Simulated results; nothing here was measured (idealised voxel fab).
The name of this process module is voxel self aligned vias.
Square cells of 5 nm make up the cross-section cut, whose width is 280 nm.
This document writes a cross-section as a grid whose cells are square, and gives it as bands, listed from the top down; one or more rows of cells form a band. The entry gives the band's vertical extent as a top height and a bottom height in nm, then its horizontal make-up as materials from left to right, each with a width in nm. "blank" stands for empty space; a single material marked "throughout" fills the band edge to edge. Basically, 0 is our baseline, since under it the wafer straight out of the box is all one material. The bottom band has no lower end and keeps on going down, so it looks like "0 nm and below". You'd read "30 to 40" like this: the band's top row of cells is as wide as the first number, its bottom row is as wide as the second, and going down, every row changes width by the same amount as the row before did. Given "remained unchanged" for a step, no cell of the cross-section differs between before and after that step. Under "Enclosed cavities" you'll find the enclosed gaps, the ones with no way out to the top, that are 8 cells or bigger; each reads width x height at distance, with distance counted from the left edge, everything in nm. Note: text after step settings on the step line = simulator remark on that step. For masked steps, "overlay nm" on the step line gives how far right of plan the mask actually lay; a minus sign means it lay to the left.

-- Set out below are the planned steps of the process
1,op RECEIVE | material Si
2,op CONFORMAL_DEP | material SiO2 | thk nm 15
3,op CONFORMAL_DEP | material SiCN | thk nm 5
4,op DIRECTIONAL_DEP | material lowk | thk nm 30
5,op MASKED_ETCH | tone open | mask id LINES | width nm 25 | pitch nm 65 | etch materials lowk | depth nm 30 | overlay nm 0
6,op CONFORMAL_DEP | material TiN | thk nm 5
7,op FILL_DEP | material Ru | thk nm 5
8,op CMP | height nm 50
9,op SELECTIVE_ETCH | etch materials W Ru TiN | depth nm 10
10,op FILL_DEP | material SiN | thk nm 5
11,op CMP | height nm 50
12,op DIRECTIONAL_DEP | material lowk | thk nm 20
13,op PATTERN | tone open | mask id VIAS | material resist | width nm 45 | pitch nm 130 | thk nm 15 | overlay nm -15
14,op DIRECTIONAL_ETCH | etch materials lowk | depth nm 20
15,op DIRECTIONAL_ETCH | etch materials SiN | depth nm 10
16,op STRIP | etch materials resist
17,op CONFORMAL_DEP | material TiN | thk nm 5
18,op FILL_DEP | material Ru | thk nm 5
19,op CMP | height nm 70
20,op CONFORMAL_DEP | material SiN | thk nm 5
Split variable: overlay nm, step 13. Plan value = first wafer. Wafers start alike.

-- As-received state after step 1, first of several wafers, cross-section
0 nm and below: Si throughout
Enclosed cavities: none

-- Quick look at the cross-section of the first of several wafers after step 20, which wraps up the module
75 nm to 70 nm: SiN throughout
70 nm to 55 nm: 35 of lowk  5 of TiN  35 of Ru  5 of TiN  85 of lowk  5 of TiN  35 of Ru  5 of TiN  70 of lowk
55 nm to 50 nm: 35 of lowk  30 of TiN  10 of Ru  5 of TiN  85 of lowk  30 of TiN  10 of Ru  5 of TiN  70 of lowk
50 nm to 45 nm: 60 of lowk  5 of TiN  10 of Ru  5 of TiN  5 of SiN  40 of lowk  25 of SiN  40 of lowk  5 of TiN  10 of Ru  5 of TiN  5 of SiN  65 of lowk
45 nm to 40 nm: 60 of lowk  20 of TiN  5 of SiN  40 of lowk  25 of SiN  40 of lowk  20 of TiN  5 of SiN  65 of lowk
40 nm to 25 nm: 60 of lowk  5 of TiN  15 of Ru  5 of TiN  40 of lowk  5 of TiN  15 of Ru  5 of TiN  40 of lowk  5 of TiN  15 of Ru  5 of TiN  65 of lowk
25 nm to 20 nm: 60 of lowk  25 of TiN  40 of lowk  25 of TiN  40 of lowk  25 of TiN  65 of lowk
20 nm to 15 nm: SiCN throughout
15 nm to 0 nm: SiO2 throughout
0 nm and below: Si throughout
Enclosed cavities: none

-- Cross-section of the last wafer at end of module
75 nm to 70 nm: SiN throughout
70 nm to 55 nm: 65 of lowk  5 of TiN  35 of Ru  5 of TiN  85 of lowk  5 of TiN  35 of Ru  5 of TiN  40 of lowk
55 nm to 50 nm: 65 of lowk  5 of TiN  10 of Ru  30 of TiN  85 of lowk  5 of TiN  10 of Ru  30 of TiN  40 of lowk
50 nm to 45 nm: 60 of lowk  5 of SiN  5 of TiN  10 of Ru  5 of TiN  40 of lowk  25 of SiN  40 of lowk  5 of SiN  5 of TiN  10 of Ru  5 of TiN  65 of lowk
45 nm to 40 nm: 60 of lowk  5 of SiN  20 of TiN  40 of lowk  25 of SiN  40 of lowk  5 of SiN  20 of TiN  65 of lowk
40 nm to 25 nm: 60 of lowk  5 of TiN  15 of Ru  5 of TiN  40 of lowk  5 of TiN  15 of Ru  5 of TiN  40 of lowk  5 of TiN  15 of Ru  5 of TiN  65 of lowk
25 nm to 20 nm: 60 of lowk  25 of TiN  40 of lowk  25 of TiN  40 of lowk  25 of TiN  65 of lowk
20 nm to 15 nm: SiCN throughout
15 nm to 0 nm: SiO2 throughout
0 nm and below: Si throughout
Enclosed cavities: none

-- Wafer rows, end of module: cells per material gained (+) or lost (-) since receipt; closed voids last
overlay nm -15 | +77 Ru | +56 SiCN | +70 SiN | +168 SiO2 | +71 TiN | +398 lowk | Enclosed cavities: none
overlay nm -10 | +81 Ru | +56 SiCN | +66 SiN | +168 SiO2 | +71 TiN | +398 lowk | Enclosed cavities: none
overlay nm -5 | +81 Ru | +56 SiCN | +66 SiN | +168 SiO2 | +71 TiN | +398 lowk | Enclosed cavities: none
overlay nm 0 | +81 Ru | +56 SiCN | +66 SiN | +168 SiO2 | +71 TiN | +398 lowk | Enclosed cavities: none
overlay nm 5 | +81 Ru | +56 SiCN | +66 SiN | +168 SiO2 | +71 TiN | +398 lowk | Enclosed cavities: none
overlay nm 10 | +81 Ru | +56 SiCN | +66 SiN | +168 SiO2 | +71 TiN | +398 lowk | Enclosed cavities: none
overlay nm 15 | +77 Ru | +56 SiCN | +70 SiN | +168 SiO2 | +71 TiN | +398 lowk | Enclosed cavities: none
